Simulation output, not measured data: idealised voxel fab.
process module | voxel trench capacitor
cross-section cut | 245 nm wide | cells 5 nm
Square cells in a grid make up a cross-section in this document, and the grid is given as bands, listed from the top down, each one or more rows of cells. The entry gives the band's vertical extent as a top height and a bottom height in nm, then its horizontal make-up as materials from left to right, each with a width in nm. "empty" stands for empty space; a single material marked "edge to edge" fills the band edge to edge. Convention: height 0 is the level below which the wafer, as received, is all one material. The lowest band does not terminate at the bottom but continues downward, represented as "0 -> down". The two numbers in a width such as "30 to 40" mark its ends across the band: the first belongs to the top row of cells, the second to the bottom row, and from each row to the next the width moves by the same amount. "no change occurred" after a step means that no cell of the cross-section changed. Listed in "Closed void register": every empty space of 8 or more cells without an open way to the top. Form: width x height at distance, the distance being from the left edge, all in nm. Whatever follows a step's settings on its line is a remark the simulator itself makes about that step. overlay nm, on a step with a mask: how far to the right of its planned place the mask lay; to the left if negative.
-- List of planned process steps
step 1: RECEIVE with material Si
step 2: CONFORMAL_DEP with material SiN, thk nm 10
step 3: MASKED_ETCH with tone open, mask id TRENCH, width nm 20, pitch nm 40, etch materials SiN, depth nm 10, overlay nm 0
step 4: MASKED_ETCH with tone open, mask id TRENCH, width nm 20, pitch nm 40, etch materials Si, depth nm 30, overlay nm 0
step 5: CONFORMAL_DEP with material SiO2, thk nm 5
step 6: FILL_DEP with material polySi, thk nm 10
step 7: CMP with height nm 10
-- Here's what the wafer looked like in cross-section when it arrived - that's after step 1
0 -> down  Si edge to edge
Closed void register: none
-- First wafer of two, sectioned at end of module; run went per plan
10 -> 0  SiN (90) | SiO2 (5) | polySi (10) | SiO2 (5) | SiN (20) | SiO2 (5) | polySi (10) | SiO2 (5) | SiN (95)
0 -> -25  Si (90) | SiO2 (5) | polySi (10) | SiO2 (5) | Si (20) | SiO2 (5) | polySi (10) | SiO2 (5) | Si (95)
-25 -> -30  Si (90) | SiO2 (20) | Si (20) | SiO2 (20) | Si (95)
-30 -> down  Si edge to edge
Closed void register: none
-- This is the second of the two wafers, cross-sectioned at the end of the module; it started exactly like the first and was given the same plan, but it was run with one mistake
10 -> 0  SiN (90) | SiO2 (5) | SiN (10) | SiO2 (5) | SiN (20) | SiO2 (5) | SiN (10) | SiO2 (5) | SiN (95)
0 -> -25  Si (90) | SiO2 (5) | SiN (10) | SiO2 (5) | Si (20) | SiO2 (5) | SiN (10) | SiO2 (5) | Si (95)
-25 -> -30  Si (90) | SiO2 (20) | Si (20) | SiO2 (20) | Si (95)
-30 -> down  Si edge to edge
Closed void register: none
Plan not followed: step 6 was not run as planned; what actually ran was FILL_DEP with material SiN, thk nm 10
Materials where the second wafer ends with more or fewer cells than the first: +28 SiN, -28 polySi
